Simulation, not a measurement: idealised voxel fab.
process module | voxel plated lines
cross-section cut | 225 nm wide | cells 5 nm
A cross-section is a grid of square cells, given in bands from the top down. A band is one or more rows of cells.
Each band's line starts with the height of the band's top and of its bottom, in nm. Then come its materials from left to right, each with its width in nm. One material with "throughout" fills the band from edge to edge. "air" is empty space.
Height 0 is the level under which the wafer as received is all one material. The lowest band goes on downwards, as in "0 down".
A width such as "30 to 40" changes by the same amount from each row of cells to the next, from the band's top row to its bottom row.
"no change" after a step means that no cell of the cross-section changed.
closed voids: empty space of 8 cells or more with no open way to the top, each as width x height at its distance from the left edge, in nm
after a step's settings: what the simulator itself notes on the step
overlay nm, on a step with a mask: how far to the right of its planned place the mask lay; to the left if negative
plan
1 op RECEIVE | material Si
2 op CONFORMAL_DEP | material Al2O3 | thk nm 15
3 op DIRECTIONAL_DEP | material TiN | thk nm 5
4 op PATTERN | tone open | mask id LINES | material resist | width nm 20 | pitch nm 45 | thk nm 30 | overlay nm 0
5 op EPI | material Ru | thk nm 5
6 op EPI | material Ru | thk nm 10
7 op STRIP | etch materials resist
8 op DIRECTIONAL_ETCH | etch materials TiN | depth nm 5
9 op CONFORMAL_DEP | material SiN | thk nm 5
first wafer, as planned
as received, after step 1
  0 down: Si throughout
  closed voids: none
after step 2
  15 to 0: Al2O3 throughout
  below 0: unchanged
after step 3
  20 to 15: TiN throughout
  below 15: unchanged
after step 4
  50 to 20: resist 35 | air 20 | resist 25 | air 20 | resist 25 | air 20 | resist 25 | air 20 | resist 35
  below 20: unchanged
after step 5
  50 to 25: resist 35 | air 20 | resist 25 | air 20 | resist 25 | air 20 | resist 25 | air 20 | resist 35
  25 to 20: resist 35 | Ru 20 | resist 25 | Ru 20 | resist 25 | Ru 20 | resist 25 | Ru 20 | resist 35
  below 20: unchanged
after step 6
  50 to 35: resist 35 | air 20 | resist 25 | air 20 | resist 25 | air 20 | resist 25 | air 20 | resist 35
  35 to 20: resist 35 | Ru 20 | resist 25 | Ru 20 | resist 25 | Ru 20 | resist 25 | Ru 20 | resist 35
  below 20: unchanged
after step 7
  35 to 20: air 35 | Ru 20 | air 25 | Ru 20 | air 25 | Ru 20 | air 25 | Ru 20 | air 35
  below 20: unchanged
after step 8
  35 to 20: air 35 | Ru 20 | air 25 | Ru 20 | air 25 | Ru 20 | air 25 | Ru 20 | air 35
  20 to 15: air 35 | TiN 20 | air 25 | TiN 20 | air 25 | TiN 20 | air 25 | TiN 20 | air 35
  below 15: unchanged
after step 9
  40 to 35: air 30 | SiN 30 | air 15 | SiN 30 | air 15 | SiN 30 | air 15 | SiN 30 | air 30
  35 to 20: air 30 | SiN 5 | Ru 20 | SiN 5 | air 15 | SiN 5 | Ru 20 | SiN 5 | air 15 | SiN 5 | Ru 20 | SiN 5 | air 15 | SiN 5 | Ru 20 | SiN 5 | air 30
  20 to 15: SiN 35 | TiN 20 | SiN 25 | TiN 20 | SiN 25 | TiN 20 | SiN 25 | TiN 20 | SiN 35
  below 15: unchanged
second wafer: like start, like plan, one mistake. Through step 3 it matches the first wafer
when step 4 should have ended
  50 to 20: air 35 | resist 20 | air 25 | resist 20 | air 25 | resist 20 | air 25 | resist 20 | air 35
  below 20: unchanged
when step 5 should have ended
  50 to 25: air 35 | resist 20 | air 25 | resist 20 | air 25 | resist 20 | air 25 | resist 20 | air 35
  25 to 20: Ru 35 | resist 20 | Ru 25 | resist 20 | Ru 25 | resist 20 | Ru 25 | resist 20 | Ru 35
  below 20: unchanged
when step 6 should have ended
  50 to 35: air 35 | resist 20 | air 25 | resist 20 | air 25 | resist 20 | air 25 | resist 20 | air 35
  35 to 20: Ru 35 | resist 20 | Ru 25 | resist 20 | Ru 25 | resist 20 | Ru 25 | resist 20 | Ru 35
  below 20: unchanged
when step 7 should have ended
  35 to 20: Ru 35 | air 20 | Ru 25 | air 20 | Ru 25 | air 20 | Ru 25 | air 20 | Ru 35
  below 20: unchanged
when step 8 should have ended
  35 to 20: Ru 35 | air 20 | Ru 25 | air 20 | Ru 25 | air 20 | Ru 25 | air 20 | Ru 35
  20 to 15: TiN 35 | air 20 | TiN 25 | air 20 | TiN 25 | air 20 | TiN 25 | air 20 | TiN 35
  below 15: unchanged
when step 9 should have ended
  40 to 35: SiN 40 | air 10 | SiN 35 | air 10 | SiN 35 | air 10 | SiN 35 | air 10 | SiN 40
  35 to 20: Ru 35 | SiN 5 | air 10 | SiN 5 | Ru 25 | SiN 5 | air 10 | SiN 5 | Ru 25 | SiN 5 | air 10 | SiN 5 | Ru 25 | SiN 5 | air 10 | SiN 5 | Ru 35
  20 to 15: TiN 35 | SiN 20 | TiN 25 | SiN 20 | TiN 25 | SiN 20 | TiN 25 | SiN 20 | TiN 35
  below 15: unchanged
what went wrong: step 4 ran as: op PATTERN | tone cover | mask id LINES | material resist | width nm 20 | pitch nm 45 | thk nm 30 | overlay nm 0
at the end the second wafer has, in cells: 39 more of Ru | 13 more of TiN
